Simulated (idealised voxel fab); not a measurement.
process module | voxel ribs on slabs
Shown is cross-section cut, with a width of 200 nm and square cells of size 5 nm.
A cross-section in this document is a grid of square cells, and it is written down as bands, the top band listed before the ones below it; a band is made up of one or more rows of cells. This entry defines a band. It first specifies the height of the band's top and the height of its bottom in nm, and then specifies the band's materials from left to right, stating each material with its width in nm. The word "everywhere" identifies a single material that fills the band from edge to edge, while the word "empty" identifies empty space. Note: height 0 marks the level under which the wafer is uniformly one material as received. Lowest band unbounded below, written "z 0 and below". Read "30 to 40" as a graded width: first number on top, second number at the bottom, same change between each pair of neighbouring rows. Reading "no change occurred" for a step: not a cell of the cross-section changed in it. Entry "Trapped cavities" = empty spaces >= 8 cells with no open way to the top; each as width x height at distance, distance from left edge, all nm. Text after the settings on a step's line: the simulator's own remark on that step. On any step carrying a mask, the "overlay nm" setting, if present on the step's line, tells how far right of its planned place the mask lay; negative values point to the left.

## List of planned process steps
1) op RECEIVE | material Si
2) op DIRECTIONAL_DEP | material SiO2 | thk nm 20
3) op DIRECTIONAL_DEP | material SiN | thk nm 25
4) op PATTERN | tone cover | mask id RIB | material resist | width nm 20 | thk nm 20 | overlay nm 0
5) op DIRECTIONAL_ETCH | etch materials SiN | depth nm 5
6) op STRIP | etch materials resist
7) op PATTERN | tone cover | mask id SLAB | material resist | width nm 80 | thk nm 15 | overlay nm 0
8) op DIRECTIONAL_ETCH | etch materials SiN | depth nm 20
9) op STRIP | etch materials resist
10) op FILL_DEP | material SiO2 | thk nm 30
11) op CMP | height nm 65
12) op DIRECTIONAL_DEP | material W | thk nm 10
13) op MASKED_ETCH | tone cover | mask id HEATER | width nm 30 | etch materials W | depth nm 10 | overlay nm 0
14) op CONFORMAL_DEP | material SiO2 | thk nm 10

## First of two wafers, processed according to plan

## Delivered wafer in cross-section: state after step 1
- z 0 and below  Si everywhere
- Trapped cavities: none

## Sectional view: wafer, after step 2
- z 20 to 0  SiO2 everywhere
- Beneath the level 0, the cross-section is identical to its previous state.

## Sectional view: wafer, after step 3
- z 45 to 20  SiN everywhere
- Beneath the level 20, the cross-section is identical to its previous state.

## Sectional view: wafer, after step 4
- z 65 to 45  empty 90 nm; resist 20 nm; empty 90 nm
- Beneath the level 45, the cross-section is identical to its previous state.

## Sectional view: wafer, after step 5
- z 65 to 45  empty 90 nm; resist 20 nm; empty 90 nm
- z 45 to 40  empty 90 nm; SiN 20 nm; empty 90 nm
- Beneath the level 40, the cross-section is identical to its previous state.

## Sectional view: wafer, after step 6
- z 45 to 40  empty 90 nm; SiN 20 nm; empty 90 nm
- Beneath the level 40, the cross-section is identical to its previous state.

## Sectional view: wafer, after step 7
- z 60 to 45  empty 60 nm; resist 80 nm; empty 60 nm
- z 45 to 40  empty 60 nm; resist 30 nm; SiN 20 nm; resist 30 nm; empty 60 nm
- Beneath the level 40, the cross-section is identical to its previous state.

## Sectional view: wafer, after step 8
- z 60 to 45  empty 60 nm; resist 80 nm; empty 60 nm
- z 45 to 40  empty 60 nm; resist 30 nm; SiN 20 nm; resist 30 nm; empty 60 nm
- z 40 to 20  empty 60 nm; SiN 80 nm; empty 60 nm
- Beneath the level 20, the cross-section is identical to its previous state.

## Sectional view: wafer, after step 9
- z 45 to 40  empty 90 nm; SiN 20 nm; empty 90 nm
- Beneath the level 40, the cross-section is identical to its previous state.

## Sectional view: wafer, after step 10
- z 75 to 45  SiO2 everywhere
- z 45 to 40  SiO2 90 nm; SiN 20 nm; SiO2 90 nm
- z 40 to 20  SiO2 60 nm; SiN 80 nm; SiO2 60 nm
- Beneath the level 20, the cross-section is identical to its previous state.

## Sectional view: wafer, after step 11
- z 65 to 45  SiO2 everywhere
- Beneath the level 45, the cross-section is identical to its previous state.

## Sectional view: wafer, after step 12
- z 75 to 65  W everywhere
- Beneath the level 65, the cross-section is identical to its previous state.

## Sectional view: wafer, after step 13
- z 75 to 65  empty 85 nm; W 30 nm; empty 85 nm
- Beneath the level 65, the cross-section is identical to its previous state.

## Sectional view: wafer, after step 14
- z 85 to 75  empty 75 nm; SiO2 50 nm; empty 75 nm
- z 75 to 65  SiO2 85 nm; W 30 nm; SiO2 85 nm
- Beneath the level 65, the cross-section is identical to its previous state.

## Second wafer - shared start and plan with the first - one error in running - same as the first up to step 12 inclusive

## The second wafer cut through, at the time step 13 was supposed to be finished
- z 75 to 70  empty 85 nm; W 30 nm; empty 85 nm
- Beneath the level 70, the cross-section is identical to its previous state.

## The second wafer cut through, at the time step 14 was supposed to be finished
- z 85 to 80  empty 75 nm; SiO2 50 nm; empty 75 nm
- z 80 to 75  SiO2 everywhere
- z 75 to 70  SiO2 85 nm; W 30 nm; SiO2 85 nm
- Beneath the level 70, the cross-section is identical to its previous state.
The mistake made against the process plan was this: for step 13, the planned setting was not used; the step was instead run as op MASKED_ETCH | tone cover | mask id HEATER | width nm 30 | etch materials W | depth nm 5 | overlay nm 0
Wrapping up, a cell-based count of both wafers puts the second over or under the first for these materials: SiO2: 4 fewer; W: 34 more
